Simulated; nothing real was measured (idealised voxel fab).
process module | voxel self aligned vias
cross-section cut | 260 nm wide | cells 5 nm
A cross-section is a grid of square cells, given in bands from the top down. A band is one or more rows of cells.
Each band's line starts with the height of the band's top and of its bottom, in nm. Then come its materials from left to right, each with its width in nm. One material with "throughout" fills the band from edge to edge. "air" is empty space.
Height 0 is the level under which the wafer as received is all one material. The lowest band goes on downwards, as in "0 down".
A width such as "30 to 40" changes by the same amount from each row of cells to the next, from the band's top row to its bottom row.
"no change" after a step means that no cell of the cross-section changed.
closed voids: empty space of 8 cells or more with no open way to the top, each as width x height at its distance from the left edge, in nm
after a step's settings: what the simulator itself notes on the step
overlay nm, on a step with a mask: how far to the right of its planned place the mask lay; to the left if negative
plan
1 op RECEIVE | material Si
2 op CONFORMAL_DEP | material SiO2 | thk nm 10
3 op CONFORMAL_DEP | material SiCN | thk nm 5
4 op DIRECTIONAL_DEP | material lowk | thk nm 20
5 op DIRECTIONAL_DEP | material aC | thk nm 15
6 op PATTERN | tone open | mask id LINES | material resist | width nm 25 | pitch nm 75 | thk nm 35 | overlay nm 0
7 op DIRECTIONAL_ETCH | etch materials aC | depth nm 15
8 op STRIP | etch materials resist
9 op DIRECTIONAL_ETCH | etch materials lowk | depth nm 20
10 op STRIP | etch materials aC
11 op CONFORMAL_DEP | material TiN | thk nm 5
12 op FILL_DEP | material W | thk nm 10
13 op CMP | height nm 35
14 op SELECTIVE_ETCH | etch materials W Ru TiN | depth nm 5
15 op FILL_DEP | material SiN | thk nm 10
16 op CMP | height nm 35
17 op DIRECTIONAL_DEP | material lowk | thk nm 15
18 op MASKED_ETCH | tone open | mask id VIAS | width nm 45 | etch materials lowk | depth nm 15 | overlay nm 0
19 op MASKED_ETCH | tone open | mask id VIAS | width nm 45 | etch materials SiN | depth nm 5 | overlay nm 0
20 op CONFORMAL_DEP | material TiN | thk nm 5
21 op FILL_DEP | material Cu | thk nm 5
22 op CMP | height nm 50
23 op CONFORMAL_DEP | material SiN | thk nm 5
first wafer, as planned
as received, after step 1
  0 down: Si throughout
  closed voids: none
after step 2
  10 to 0: SiO2 throughout
  below 0: unchanged
after step 3
  15 to 10: SiCN throughout
  below 10: unchanged
after step 4
  35 to 15: lowk throughout
  below 15: unchanged
after step 5
  50 to 35: aC throughout
  below 35: unchanged
after step 6
  85 to 50: resist 80 | air 25 | resist 50 | air 25 | resist 80
  below 50: unchanged
after step 7
  70 to 50: resist 80 | air 25 | resist 50 | air 25 | resist 80
  50 to 35: aC 80 | air 25 | aC 50 | air 25 | aC 80
  below 35: unchanged
after step 8
  50 to 35: aC 80 | air 25 | aC 50 | air 25 | aC 80
  below 35: unchanged
after step 9
  50 to 35: aC 80 | air 25 | aC 50 | air 25 | aC 80
  35 to 15: lowk 80 | air 25 | lowk 50 | air 25 | lowk 80
  below 15: unchanged
after step 10
  35 to 15: lowk 80 | air 25 | lowk 50 | air 25 | lowk 80
  below 15: unchanged
after step 11
  40 to 35: TiN 85 | air 15 | TiN 60 | air 15 | TiN 85
  35 to 20: lowk 80 | TiN 5 | air 15 | TiN 5 | lowk 50 | TiN 5 | air 15 | TiN 5 | lowk 80
  20 to 15: lowk 80 | TiN 25 | lowk 50 | TiN 25 | lowk 80
  below 15: unchanged
after step 12
  50 to 40: W throughout
  40 to 35: TiN 85 | W 15 | TiN 60 | W 15 | TiN 85
  35 to 20: lowk 80 | TiN 5 | W 15 | TiN 5 | lowk 50 | TiN 5 | W 15 | TiN 5 | lowk 80
  below 20: unchanged
after step 13
  35 to 20: lowk 80 | TiN 5 | W 15 | TiN 5 | lowk 50 | TiN 5 | W 15 | TiN 5 | lowk 80
  below 20: unchanged
after step 14
  35 to 30: lowk 80 | air 25 | lowk 50 | air 25 | lowk 80
  below 30: unchanged
after step 15
  45 to 35: SiN throughout
  35 to 30: lowk 80 | SiN 25 | lowk 50 | SiN 25 | lowk 80
  below 30: unchanged
after step 16
  35 to 30: lowk 80 | SiN 25 | lowk 50 | SiN 25 | lowk 80
  below 30: unchanged
after step 17
  50 to 35: lowk throughout
  below 35: unchanged
after step 18
  50 to 35: lowk 70 | air 45 | lowk 145
  below 35: unchanged
after step 19
  50 to 35: lowk 70 | air 45 | lowk 145
  35 to 30: lowk 80 | air 25 | lowk 50 | SiN 25 | lowk 80
  below 30: unchanged
after step 20
  55 to 50: TiN 75 | air 35 | TiN 150
  50 to 40: lowk 70 | TiN 5 | air 35 | TiN 5 | lowk 145
  40 to 35: lowk 70 | TiN 15 | air 15 | TiN 15 | lowk 145
  35 to 30: lowk 80 | TiN 25 | lowk 50 | SiN 25 | lowk 80
  below 30: unchanged
after step 21
  60 to 55: Cu throughout
  55 to 50: TiN 75 | Cu 35 | TiN 150
  50 to 40: lowk 70 | TiN 5 | Cu 35 | TiN 5 | lowk 145
  40 to 35: lowk 70 | TiN 15 | Cu 15 | TiN 15 | lowk 145
  below 35: unchanged
after step 22
  50 to 40: lowk 70 | TiN 5 | Cu 35 | TiN 5 | lowk 145
  below 40: unchanged
after step 23
  55 to 50: SiN throughout
  below 50: unchanged
second wafer: like start, like plan, one mistake. Through step 2 it matches the first wafer
when step 3 should have ended: no change
when step 4 should have ended
  30 to 10: lowk throughout
  below 10: unchanged
when step 5 should have ended
  45 to 30: aC throughout
  below 30: unchanged
when step 6 should have ended
  80 to 45: resist 80 | air 25 | resist 50 | air 25 | resist 80
  below 45: unchanged
when step 7 should have ended
  65 to 45: resist 80 | air 25 | resist 50 | air 25 | resist 80
  45 to 30: aC 80 | air 25 | aC 50 | air 25 | aC 80
  below 30: unchanged
when step 8 should have ended
  45 to 30: aC 80 | air 25 | aC 50 | air 25 | aC 80
  below 30: unchanged
when step 9 should have ended
  45 to 30: aC 80 | air 25 | aC 50 | air 25 | aC 80
  30 to 10: lowk 80 | air 25 | lowk 50 | air 25 | lowk 80
  below 10: unchanged
when step 10 should have ended
  30 to 10: lowk 80 | air 25 | lowk 50 | air 25 | lowk 80
  below 10: unchanged
when step 11 should have ended
  35 to 30: TiN 85 | air 15 | TiN 60 | air 15 | TiN 85
  30 to 15: lowk 80 | TiN 5 | air 15 | TiN 5 | lowk 50 | TiN 5 | air 15 | TiN 5 | lowk 80
  15 to 10: lowk 80 | TiN 25 | lowk 50 | TiN 25 | lowk 80
  below 10: unchanged
when step 12 should have ended
  45 to 35: W throughout
  35 to 30: TiN 85 | W 15 | TiN 60 | W 15 | TiN 85
  30 to 15: lowk 80 | TiN 5 | W 15 | TiN 5 | lowk 50 | TiN 5 | W 15 | TiN 5 | lowk 80
  below 15: unchanged
when step 13 should have ended
  35 to 30: TiN 85 | W 15 | TiN 60 | W 15 | TiN 85
  below 30: unchanged
when step 14 should have ended
  30 to 15: lowk 80 | TiN 5 | W 15 | TiN 5 | lowk 50 | TiN 5 | W 15 | TiN 5 | lowk 80
  below 15: unchanged
when step 15 should have ended
  40 to 30: SiN throughout
  below 30: unchanged
when step 16 should have ended
  35 to 30: SiN throughout
  below 30: unchanged
when step 17 should have ended
  50 to 35: lowk throughout
  below 35: unchanged
when step 18 should have ended
  50 to 35: lowk 70 | air 45 | lowk 145
  below 35: unchanged
when step 19 should have ended
  50 to 35: lowk 70 | air 45 | lowk 145
  35 to 30: SiN 70 | air 45 | SiN 145
  below 30: unchanged
when step 20 should have ended
  55 to 50: TiN 75 | air 35 | TiN 150
  50 to 35: lowk 70 | TiN 5 | air 35 | TiN 5 | lowk 145
  35 to 30: SiN 70 | TiN 45 | SiN 145
  below 30: unchanged
when step 21 should have ended
  60 to 55: Cu throughout
  55 to 50: TiN 75 | Cu 35 | TiN 150
  50 to 35: lowk 70 | TiN 5 | Cu 35 | TiN 5 | lowk 145
  below 35: unchanged
when step 22 should have ended
  50 to 35: lowk 70 | TiN 5 | Cu 35 | TiN 5 | lowk 145
  below 35: unchanged
when step 23 should have ended
  55 to 50: SiN throughout
  below 50: unchanged
what went wrong: step 3 was left out
at the end the second wafer has, in cells: 4 more of Cu | 52 fewer of SiCN | 38 more of SiN | 4 more of TiN | 6 more of W
